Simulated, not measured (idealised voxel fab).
process module | voxel capacitor over wiring
Cross-sectional view cut (width: 260 nm; square cell size: 5 nm).
Cross-section format: a grid of square cells, given as bands from top to bottom; each band is one or more rows of cells.
Band: top height; bottom height; in nm. Then, left to right: material with width in nm, for each material. "throughout": a single material spanning edge to edge. "air": empty space.
It should be noted that heights are counted from 0, beneath which the wafer as supplied is of one material throughout, and that the lowest band possesses no lower boundary but continues downward, as written in "top 0, no bottom".
Think of "30->40" as a width that walks from the first number to the second as you go down the band, top row to bottom row, taking equal-sized steps from row to row.
Step marked "changes: none"? Then no cell in the cross-section changed in it.
"Closed void roster" lists enclosed empty spaces (at least 8 cells, no open path upward to the top), each as width x height at distance from the left edge, in nm.
What comes after the settings on a step's line is commentary from the simulator itself on that step.
"overlay nm", when on a step's line for a step with a mask, measures how far to the right of its planned place the mask lay; a negative measure means to the left.

-- Process steps foreseen in the plan
| 1 | RECEIVE [material Si] |
| 2 | CONFORMAL_DEP [material SiO2] [thk nm 15] |
| 3 | DIRECTIONAL_DEP [material TiN] [thk nm 5] |
| 4 | DIRECTIONAL_DEP [material W] [thk nm 25] |
| 5 | DIRECTIONAL_DEP [material aC] [thk nm 10] |
| 6 | PATTERN [tone cover] [mask id METAL_1] [material resist] [width nm 20] [pitch nm 85] [thk nm 25] [overlay nm 0] |
| 7 | DIRECTIONAL_ETCH [etch materials aC] [depth nm 10] |
| 8 | STRIP [etch materials resist] |
| 9 | DIRECTIONAL_ETCH [etch materials W] [depth nm 25] |
| 10 | DIRECTIONAL_ETCH [etch materials TiN] [depth nm 5] |
| 11 | STRIP [etch materials aC] |
| 12 | CONFORMAL_DEP [material SiN] [thk nm 5] |
| 13 | FILL_DEP [material SiO2] [thk nm 5] |
| 14 | CMP [height nm 45] |
| 15 | CONFORMAL_DEP [material SiCN] [thk nm 5] |
| 16 | DIRECTIONAL_DEP [material lowk] [thk nm 10] |
| 17 | MASKED_ETCH [tone open] [mask id PLUG_1] [width nm 15] [etch materials lowk] [depth nm 10] [overlay nm 0] |
| 18 | MASKED_ETCH [tone open] [mask id PLUG_1] [width nm 15] [etch materials SiCN] [depth nm 5] [overlay nm 0] |
| 19 | CONFORMAL_DEP [material TiN] [thk nm 5] |
| 20 | FILL_DEP [material Cu] [thk nm 10] |
| 21 | CMP [height nm 60] |
| 22 | DIRECTIONAL_DEP [material TiN] [thk nm 10] |
| 23 | DIRECTIONAL_DEP [material HfO2] [thk nm 5] |
| 24 | DIRECTIONAL_DEP [material TiN] [thk nm 5] |
| 25 | DIRECTIONAL_DEP [material aC] [thk nm 15] |
| 26 | PATTERN [tone cover] [mask id UPPER_PLATE] [material resist] [width nm 70] [thk nm 35] [overlay nm 0] |
| 27 | DIRECTIONAL_ETCH [etch materials aC] [depth nm 15] |
| 28 | STRIP [etch materials resist] |
| 29 | DIRECTIONAL_ETCH [etch materials TiN] [depth nm 5] |
| 30 | DIRECTIONAL_ETCH [etch materials HfO2] [depth nm 5] |
| 31 | STRIP [etch materials aC] |
| 32 | MASKED_ETCH [tone cover] [mask id LOWER_PLATE] [width nm 80] [etch materials TiN] [depth nm 10] [overlay nm 0] |
| 33 | FILL_DEP [material SiO2] [thk nm 20] |
| 34 | CMP [height nm 95] |
| 35 | PATTERN [tone open] [mask id PLUG_2] [material resist] [width nm 15] [thk nm 15] [overlay nm 0] |
| 36 | DIRECTIONAL_ETCH [etch materials SiO2] [depth nm 15] |
| 37 | STRIP [etch materials resist] |
| 38 | CONFORMAL_DEP [material TiN] [thk nm 5] |
| 39 | FILL_DEP [material Cu] [thk nm 5] |
| 40 | CMP [height nm 95] |
| 41 | CONFORMAL_DEP [material SiN] [thk nm 5] |

-- First of the two wafers, run per plan

-- Cross-section of the wafer upon arrival, representing the state reached after step 1
    top 0, no bottom  Si throughout
    Closed void roster: none

-- State of the wafer after step 2, shown in cross-section
    top 15, bottom 0  SiO2 throughout
    Below a height of 0, the structure has not been altered.

-- State of the wafer after step 3, shown in cross-section
    top 20, bottom 15  TiN throughout
    Below a height of 15, the structure has not been altered.

-- State of the wafer after step 4, shown in cross-section
    top 45, bottom 20  W throughout
    Below a height of 20, the structure has not been altered.

-- State of the wafer after step 5, shown in cross-section
    top 55, bottom 45  aC throughout
    Below a height of 45, the structure has not been altered.

-- State of the wafer after step 6, shown in cross-section
    top 80, bottom 55  air 75 nm; resist 20 nm; air 65 nm; resist 20 nm; air 80 nm
    Below a height of 55, the structure has not been altered.

-- State of the wafer after step 7, shown in cross-section
    top 70, bottom 55  air 75 nm; resist 20 nm; air 65 nm; resist 20 nm; air 80 nm
    top 55, bottom 45  air 75 nm; aC 20 nm; air 65 nm; aC 20 nm; air 80 nm
    Below a height of 45, the structure has not been altered.

-- State of the wafer after step 8, shown in cross-section
    top 55, bottom 45  air 75 nm; aC 20 nm; air 65 nm; aC 20 nm; air 80 nm
    Below a height of 45, the structure has not been altered.

-- State of the wafer after step 9, shown in cross-section
    top 55, bottom 45  air 75 nm; aC 20 nm; air 65 nm; aC 20 nm; air 80 nm
    top 45, bottom 20  air 75 nm; W 20 nm; air 65 nm; W 20 nm; air 80 nm
    Below a height of 20, the structure has not been altered.

-- State of the wafer after step 10, shown in cross-section
    top 55, bottom 45  air 75 nm; aC 20 nm; air 65 nm; aC 20 nm; air 80 nm
    top 45, bottom 20  air 75 nm; W 20 nm; air 65 nm; W 20 nm; air 80 nm
    top 20, bottom 15  air 75 nm; TiN 20 nm; air 65 nm; TiN 20 nm; air 80 nm
    Below a height of 15, the structure has not been altered.

-- State of the wafer after step 11, shown in cross-section
    top 45, bottom 20  air 75 nm; W 20 nm; air 65 nm; W 20 nm; air 80 nm
    Below a height of 20, the structure has not been altered.

-- State of the wafer after step 12, shown in cross-section
    top 50, bottom 45  air 70 nm; SiN 30 nm; air 55 nm; SiN 30 nm; air 75 nm
    top 45, bottom 20  air 70 nm; SiN 5 nm; W 20 nm; SiN 5 nm; air 55 nm; SiN 5 nm; W 20 nm; SiN 5 nm; air 75 nm
    top 20, bottom 15  SiN 75 nm; TiN 20 nm; SiN 65 nm; TiN 20 nm; SiN 80 nm
    Below a height of 15, the structure has not been altered.

-- State of the wafer after step 13, shown in cross-section
    top 55, bottom 50  SiO2 throughout
    top 50, bottom 45  SiO2 70 nm; SiN 30 nm; SiO2 55 nm; SiN 30 nm; SiO2 75 nm
    top 45, bottom 20  SiO2 70 nm; SiN 5 nm; W 20 nm; SiN 5 nm; SiO2 55 nm; SiN 5 nm; W 20 nm; SiN 5 nm; SiO2 75 nm
    Below a height of 20, the structure has not been altered.

-- State of the wafer after step 14, shown in cross-section
    top 45, bottom 20  SiO2 70 nm; SiN 5 nm; W 20 nm; SiN 5 nm; SiO2 55 nm; SiN 5 nm; W 20 nm; SiN 5 nm; SiO2 75 nm
    Below a height of 20, the structure has not been altered.

-- State of the wafer after step 15, shown in cross-section
    top 50, bottom 45  SiCN throughout
    Below a height of 45, the structure has not been altered.

-- State of the wafer after step 16, shown in cross-section
    top 60, bottom 50  lowk throughout
    Below a height of 50, the structure has not been altered.

-- State of the wafer after step 17, shown in cross-section
    top 60, bottom 50  lowk 80 nm; air 15 nm; lowk 165 nm
    Below a height of 50, the structure has not been altered.

-- State of the wafer after step 18, shown in cross-section
    top 60, bottom 50  lowk 80 nm; air 15 nm; lowk 165 nm
    top 50, bottom 45  SiCN 80 nm; air 15 nm; SiCN 165 nm
    Below a height of 45, the structure has not been altered.

-- State of the wafer after step 19, shown in cross-section
    top 65, bottom 60  TiN 85 nm; air 5 nm; TiN 170 nm
    top 60, bottom 50  lowk 80 nm; TiN 5 nm; air 5 nm; TiN 5 nm; lowk 165 nm
    top 50, bottom 45  SiCN 80 nm; TiN 15 nm; SiCN 165 nm
    Below a height of 45, the structure has not been altered.

-- State of the wafer after step 20, shown in cross-section
    top 75, bottom 65  Cu throughout
    top 65, bottom 60  TiN 85 nm; Cu 5 nm; TiN 170 nm
    top 60, bottom 50  lowk 80 nm; TiN 5 nm; Cu 5 nm; TiN 5 nm; lowk 165 nm
    Below a height of 50, the structure has not been altered.

-- State of the wafer after step 21, shown in cross-section
    top 60, bottom 50  lowk 80 nm; TiN 5 nm; Cu 5 nm; TiN 5 nm; lowk 165 nm
    Below a height of 50, the structure has not been altered.

-- State of the wafer after step 22, shown in cross-section
    top 70, bottom 60  TiN throughout
    Below a height of 60, the structure has not been altered.

-- State of the wafer after step 23, shown in cross-section
    top 75, bottom 70  HfO2 throughout
    Below a height of 70, the structure has not been altered.

-- State of the wafer after step 24, shown in cross-section
    top 80, bottom 75  TiN throughout
    Below a height of 75, the structure has not been altered.

-- State of the wafer after step 25, shown in cross-section
    top 95, bottom 80  aC throughout
    Below a height of 80, the structure has not been altered.

-- State of the wafer after step 26, shown in cross-section
    top 130, bottom 95  air 80 nm; resist 70 nm; air 110 nm
    Below a height of 95, the structure has not been altered.

-- State of the wafer after step 27, shown in cross-section
    top 115, bottom 95  air 80 nm; resist 70 nm; air 110 nm
    top 95, bottom 80  air 80 nm; aC 70 nm; air 110 nm
    Below a height of 80, the structure has not been altered.

-- State of the wafer after step 28, shown in cross-section
    top 95, bottom 80  air 80 nm; aC 70 nm; air 110 nm
    Below a height of 80, the structure has not been altered.

-- State of the wafer after step 29, shown in cross-section
    top 95, bottom 80  air 80 nm; aC 70 nm; air 110 nm
    top 80, bottom 75  air 80 nm; TiN 70 nm; air 110 nm
    Below a height of 75, the structure has not been altered.

-- State of the wafer after step 30, shown in cross-section
    top 95, bottom 80  air 80 nm; aC 70 nm; air 110 nm
    top 80, bottom 75  air 80 nm; TiN 70 nm; air 110 nm
    top 75, bottom 70  air 80 nm; HfO2 70 nm; air 110 nm
    Below a height of 70, the structure has not been altered.

-- State of the wafer after step 31, shown in cross-section
    top 80, bottom 75  air 80 nm; TiN 70 nm; air 110 nm
    Below a height of 75, the structure has not been altered.

-- State of the wafer after step 32, shown in cross-section
    top 80, bottom 75  air 80 nm; TiN 70 nm; air 110 nm
    top 75, bottom 70  air 80 nm; HfO2 70 nm; air 110 nm
    top 70, bottom 60  air 75 nm; TiN 80 nm; air 105 nm
    Below a height of 60, the structure has not been altered.

-- State of the wafer after step 33, shown in cross-section
    top 100, bottom 80  SiO2 throughout
    top 80, bottom 75  SiO2 80 nm; TiN 70 nm; SiO2 110 nm
    top 75, bottom 70  SiO2 80 nm; HfO2 70 nm; SiO2 110 nm
    top 70, bottom 60  SiO2 75 nm; TiN 80 nm; SiO2 105 nm
    Below a height of 60, the structure has not been altered.

-- State of the wafer after step 34, shown in cross-section
    top 95, bottom 80  SiO2 throughout
    Below a height of 80, the structure has not been altered.

-- State of the wafer after step 35, shown in cross-section
    top 110, bottom 95  resist 90 nm; air 15 nm; resist 155 nm
    Below a height of 95, the structure has not been altered.

-- State of the wafer after step 36, shown in cross-section
    top 110, bottom 95  resist 90 nm; air 15 nm; resist 155 nm
    top 95, bottom 80  SiO2 90 nm; air 15 nm; SiO2 155 nm
    Below a height of 80, the structure has not been altered.

-- State of the wafer after step 37, shown in cross-section
    top 95, bottom 80  SiO2 90 nm; air 15 nm; SiO2 155 nm
    Below a height of 80, the structure has not been altered.

-- State of the wafer after step 38, shown in cross-section
    top 100, bottom 95  TiN 95 nm; air 5 nm; TiN 160 nm
    top 95, bottom 85  SiO2 90 nm; TiN 5 nm; air 5 nm; TiN 5 nm; SiO2 155 nm
    top 85, bottom 75  SiO2 90->80 nm; TiN 15->70 nm; SiO2 155->110 nm
    Below a height of 75, the structure has not been altered.

-- State of the wafer after step 39, shown in cross-section
    top 105, bottom 100  Cu throughout
    top 100, bottom 95  TiN 95 nm; Cu 5 nm; TiN 160 nm
    top 95, bottom 85  SiO2 90 nm; TiN 5 nm; Cu 5 nm; TiN 5 nm; SiO2 155 nm
    Below a height of 85, the structure has not been altered.

-- State of the wafer after step 40, shown in cross-section
    top 95, bottom 85  SiO2 90 nm; TiN 5 nm; Cu 5 nm; TiN 5 nm; SiO2 155 nm
    Below a height of 85, the structure has not been altered.

-- State of the wafer after step 41, shown in cross-section
    top 100, bottom 95  SiN throughout
    Below a height of 95, the structure has not been altered.

-- Second wafer, same starting conditions and recipe as the first, one mistake in executing it, nothing differs from the first up to and including step 11

-- Second wafer at the planned finish of step 12, seen in cross-section
    top 50, bottom 45  air 70 nm; lowk 30 nm; air 55 nm; lowk 30 nm; air 75 nm
    top 45, bottom 20  air 70 nm; lowk 5 nm; W 20 nm; lowk 5 nm; air 55 nm; lowk 5 nm; W 20 nm; lowk 5 nm; air 75 nm
    top 20, bottom 15  lowk 75 nm; TiN 20 nm; lowk 65 nm; TiN 20 nm; lowk 80 nm
    Below a height of 15, the structure has not been altered.

-- Second wafer at the planned finish of step 13, seen in cross-section
    top 55, bottom 50  SiO2 throughout
    top 50, bottom 45  SiO2 70 nm; lowk 30 nm; SiO2 55 nm; lowk 30 nm; SiO2 75 nm
    top 45, bottom 20  SiO2 70 nm; lowk 5 nm; W 20 nm; lowk 5 nm; SiO2 55 nm; lowk 5 nm; W 20 nm; lowk 5 nm; SiO2 75 nm
    Below a height of 20, the structure has not been altered.

-- Second wafer at the planned finish of step 14, seen in cross-section
    top 45, bottom 20  SiO2 70 nm; lowk 5 nm; W 20 nm; lowk 5 nm; SiO2 55 nm; lowk 5 nm; W 20 nm; lowk 5 nm; SiO2 75 nm
    Below a height of 20, the structure has not been altered.

-- Second wafer at the planned finish of step 15, seen in cross-section
    top 50, bottom 45  SiCN throughout
    Below a height of 45, the structure has not been altered.

-- Second wafer at the planned finish of step 16, seen in cross-section
    top 60, bottom 50  lowk throughout
    Below a height of 50, the structure has not been altered.

-- Second wafer at the planned finish of step 17, seen in cross-section
    top 60, bottom 50  lowk 80 nm; air 15 nm; lowk 165 nm
    Below a height of 50, the structure has not been altered.

-- Second wafer at the planned finish of step 18, seen in cross-section
    top 60, bottom 50  lowk 80 nm; air 15 nm; lowk 165 nm
    top 50, bottom 45  SiCN 80 nm; air 15 nm; SiCN 165 nm
    Below a height of 45, the structure has not been altered.

-- Second wafer at the planned finish of step 19, seen in cross-section
    top 65, bottom 60  TiN 85 nm; air 5 nm; TiN 170 nm
    top 60, bottom 50  lowk 80 nm; TiN 5 nm; air 5 nm; TiN 5 nm; lowk 165 nm
    top 50, bottom 45  SiCN 80 nm; TiN 15 nm; SiCN 165 nm
    Below a height of 45, the structure has not been altered.

-- Second wafer at the planned finish of step 20, seen in cross-section
    top 75, bottom 65  Cu throughout
    top 65, bottom 60  TiN 85 nm; Cu 5 nm; TiN 170 nm
    top 60, bottom 50  lowk 80 nm; TiN 5 nm; Cu 5 nm; TiN 5 nm; lowk 165 nm
    Below a height of 50, the structure has not been altered.

-- Second wafer at the planned finish of step 21, seen in cross-section
    top 60, bottom 50  lowk 80 nm; TiN 5 nm; Cu 5 nm; TiN 5 nm; lowk 165 nm
    Below a height of 50, the structure has not been altered.

-- Second wafer at the planned finish of step 22, seen in cross-section
    top 70, bottom 60  TiN throughout
    Below a height of 60, the structure has not been altered.

-- Second wafer at the planned finish of step 23, seen in cross-section
    top 75, bottom 70  HfO2 throughout
    Below a height of 70, the structure has not been altered.

-- Second wafer at the planned finish of step 24, seen in cross-section
    top 80, bottom 75  TiN throughout
    Below a height of 75, the structure has not been altered.

-- Second wafer at the planned finish of step 25, seen in cross-section
    top 95, bottom 80  aC throughout
    Below a height of 80, the structure has not been altered.

-- Second wafer at the planned finish of step 26, seen in cross-section
    top 130, bottom 95  air 80 nm; resist 70 nm; air 110 nm
    Below a height of 95, the structure has not been altered.

-- Second wafer at the planned finish of step 27, seen in cross-section
    top 115, bottom 95  air 80 nm; resist 70 nm; air 110 nm
    top 95, bottom 80  air 80 nm; aC 70 nm; air 110 nm
    Below a height of 80, the structure has not been altered.

-- Second wafer at the planned finish of step 28, seen in cross-section
    top 95, bottom 80  air 80 nm; aC 70 nm; air 110 nm
    Below a height of 80, the structure has not been altered.

-- Second wafer at the planned finish of step 29, seen in cross-section
    top 95, bottom 80  air 80 nm; aC 70 nm; air 110 nm
    top 80, bottom 75  air 80 nm; TiN 70 nm; air 110 nm
    Below a height of 75, the structure has not been altered.

-- Second wafer at the planned finish of step 30, seen in cross-section
    top 95, bottom 80  air 80 nm; aC 70 nm; air 110 nm
    top 80, bottom 75  air 80 nm; TiN 70 nm; air 110 nm
    top 75, bottom 70  air 80 nm; HfO2 70 nm; air 110 nm
    Below a height of 70, the structure has not been altered.

-- Second wafer at the planned finish of step 31, seen in cross-section
    top 80, bottom 75  air 80 nm; TiN 70 nm; air 110 nm
    Below a height of 75, the structure has not been altered.

-- Second wafer at the planned finish of step 32, seen in cross-section
    top 80, bottom 75  air 80 nm; TiN 70 nm; air 110 nm
    top 75, bottom 70  air 80 nm; HfO2 70 nm; air 110 nm
    top 70, bottom 60  air 75 nm; TiN 80 nm; air 105 nm
    Below a height of 60, the structure has not been altered.

-- Second wafer at the planned finish of step 33, seen in cross-section
    top 100, bottom 80  SiO2 throughout
    top 80, bottom 75  SiO2 80 nm; TiN 70 nm; SiO2 110 nm
    top 75, bottom 70  SiO2 80 nm; HfO2 70 nm; SiO2 110 nm
    top 70, bottom 60  SiO2 75 nm; TiN 80 nm; SiO2 105 nm
    Below a height of 60, the structure has not been altered.

-- Second wafer at the planned finish of step 34, seen in cross-section
    top 95, bottom 80  SiO2 throughout
    Below a height of 80, the structure has not been altered.

-- Second wafer at the planned finish of step 35, seen in cross-section
    top 110, bottom 95  resist 90 nm; air 15 nm; resist 155 nm
    Below a height of 95, the structure has not been altered.

-- Second wafer at the planned finish of step 36, seen in cross-section
    top 110, bottom 95  resist 90 nm; air 15 nm; resist 155 nm
    top 95, bottom 80  SiO2 90 nm; air 15 nm; SiO2 155 nm
    Below a height of 80, the structure has not been altered.

-- Second wafer at the planned finish of step 37, seen in cross-section
    top 95, bottom 80  SiO2 90 nm; air 15 nm; SiO2 155 nm
    Below a height of 80, the structure has not been altered.

-- Second wafer at the planned finish of step 38, seen in cross-section
    top 100, bottom 95  TiN 95 nm; air 5 nm; TiN 160 nm
    top 95, bottom 85  SiO2 90 nm; TiN 5 nm; air 5 nm; TiN 5 nm; SiO2 155 nm
    top 85, bottom 75  SiO2 90->80 nm; TiN 15->70 nm; SiO2 155->110 nm
    Below a height of 75, the structure has not been altered.

-- Second wafer at the planned finish of step 39, seen in cross-section
    top 105, bottom 100  Cu throughout
    top 100, bottom 95  TiN 95 nm; Cu 5 nm; TiN 160 nm
    top 95, bottom 85  SiO2 90 nm; TiN 5 nm; Cu 5 nm; TiN 5 nm; SiO2 155 nm
    Below a height of 85, the structure has not been altered.

-- Second wafer at the planned finish of step 40, seen in cross-section
    top 95, bottom 85  SiO2 90 nm; TiN 5 nm; Cu 5 nm; TiN 5 nm; SiO2 155 nm
    Below a height of 85, the structure has not been altered.

-- Second wafer at the planned finish of step 41, seen in cross-section
    top 100, bottom 95  SiN throughout
    Below a height of 95, the structure has not been altered.
Heads up, the wafer didn't run the way we planned it: rather than as planned, step 12 actually ran as CONFORMAL_DEP [material lowk] [thk nm 5]
End of process, cell counts, second wafer against first, materials with more or fewer: 64 fewer of SiN | 64 more of lowk
